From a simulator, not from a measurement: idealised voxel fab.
The following process module bears the name voxel local oxidation.
Shown is cross-section cut, with a width of 170 nm and square cells of size 5 nm.
How to read a cross-section here: the picture is a grid of square cells, written as bands going from the top down, and any band can span one or more rows of cells.
Quick guide to a band line: top height, bottom height (nm) up front; then every material left to right with its width in nm. Only one material and it's marked "edge to edge"? Then it fills the band edge to edge. And "blank" just means empty space.
Ref level 0: as-received wafer is one material below here. Bottom band extends down with no lower bound ("z 0 and below").
You'd read "30..40" like this: the band's top row of cells is as wide as the first number, its bottom row is as wide as the second, and going down, every row changes width by the same amount as the row before did.
"nothing altered" after a step means that no cell of the cross-section changed.
Reported under the label "Closed cavities" are the empty spaces having no open way to the top and comprising 8 cells or more; the notation for each is width x height at distance, in which the distance is measured from the left edge and all three values are in nm.
That trailing text on a step's line, after the settings, is the simulator's own remark on the step.
overlay nm: how far to the right of its planned place the mask lay on this masked step (negative: to the left).
Process steps - plan:
| 1 | op RECEIVE | material Si |
| 2 | op CONFORMAL_DEP | material SiO2 | thk nm 5 |
| 3 | op CONFORMAL_DEP | material SiN | thk nm 15 |
| 4 | op DIRECTIONAL_DEP | material aC | thk nm 15 |
| 5 | op PATTERN | tone cover | mask id ACTIVE | material resist | width nm 100 | thk nm 30 | overlay nm 0 |
| 6 | op DIRECTIONAL_ETCH | etch materials aC | depth nm 15 |
| 7 | op STRIP | etch materials resist |
| 8 | op DIRECTIONAL_ETCH | etch materials SiN | depth nm 15 |
| 9 | op STRIP | etch materials aC |
| 10 | op SELECTIVE_ETCH | etch materials SiO2 | depth nm 5 |
| 11 | op OXIDIZE | depth nm 10 |
| 12 | op STRIP | etch materials SiN |
The first of a set of two wafers, run to plan:
The cross-section here shows the wafer as received, i.e. in its state after step 1:
- z 0 and below: Si edge to edge
- Closed cavities: none
Wafer after step 2 (cross-section):
- z 5 to 0: SiO2 edge to edge
- Under the height 0 nothing was changed.
Wafer after step 3 (cross-section):
- z 20 to 5: SiN edge to edge
- Under the height 5 nothing was changed.
Wafer after step 4 (cross-section):
- z 35 to 20: aC edge to edge
- Under the height 20 nothing was changed.
Wafer after step 5 (cross-section):
- z 65 to 35: 35 nm blank, then 100 nm resist, then 35 nm blank
- Under the height 35 nothing was changed.
Wafer after step 6 (cross-section):
- z 50 to 35: 35 nm blank, then 100 nm resist, then 35 nm blank
- z 35 to 20: 35 nm blank, then 100 nm aC, then 35 nm blank
- Under the height 20 nothing was changed.
Wafer after step 7 (cross-section):
- z 35 to 20: 35 nm blank, then 100 nm aC, then 35 nm blank
- Under the height 20 nothing was changed.
Wafer after step 8 (cross-section):
- z 35 to 20: 35 nm blank, then 100 nm aC, then 35 nm blank
- z 20 to 5: 35 nm blank, then 100 nm SiN, then 35 nm blank
- Under the height 5 nothing was changed.
Wafer after step 9 (cross-section):
- z 20 to 5: 35 nm blank, then 100 nm SiN, then 35 nm blank
- Under the height 5 nothing was changed.
Wafer after step 10 (cross-section):
- z 20 to 5: 35 nm blank, then 100 nm SiN, then 35 nm blank
- z 5 to 0: 40 nm blank, then 90 nm SiO2, then 40 nm blank
- Under the height 0 nothing was changed.
Wafer after step 11 (cross-section):
- z 20 to 5: 35 nm blank, then 100 nm SiN, then 35 nm blank
- z 5 to 0: 40 nm blank, then 90 nm SiO2, then 40 nm blank
- z 0 to -10: 50 nm SiO2, then 70 nm Si, then 50 nm SiO2
- Under the height -10 nothing was changed.
Wafer after step 12 (cross-section):
- z 5 to 0: 40 nm blank, then 90 nm SiO2, then 40 nm blank
- Under the height 0 nothing was changed.
Here the second wafer is described. Its start and its plan were those of the first wafer. Its run contained one mistake. Up to and including step 11, it did exactly what the first wafer did:
Second wafer profile in section, at the moment step 12 of the plan was meant to be complete:
- z 5 to 0: 40 nm blank, then 90 nm SiO2, then 40 nm blank
- Under the height 0 nothing was changed.
Heads up, the wafer didn't run the way we planned it: execution of plan step 12 occurred twice
Same final cross-section on the two wafers, so the model's numbers don't move because of the mistake.
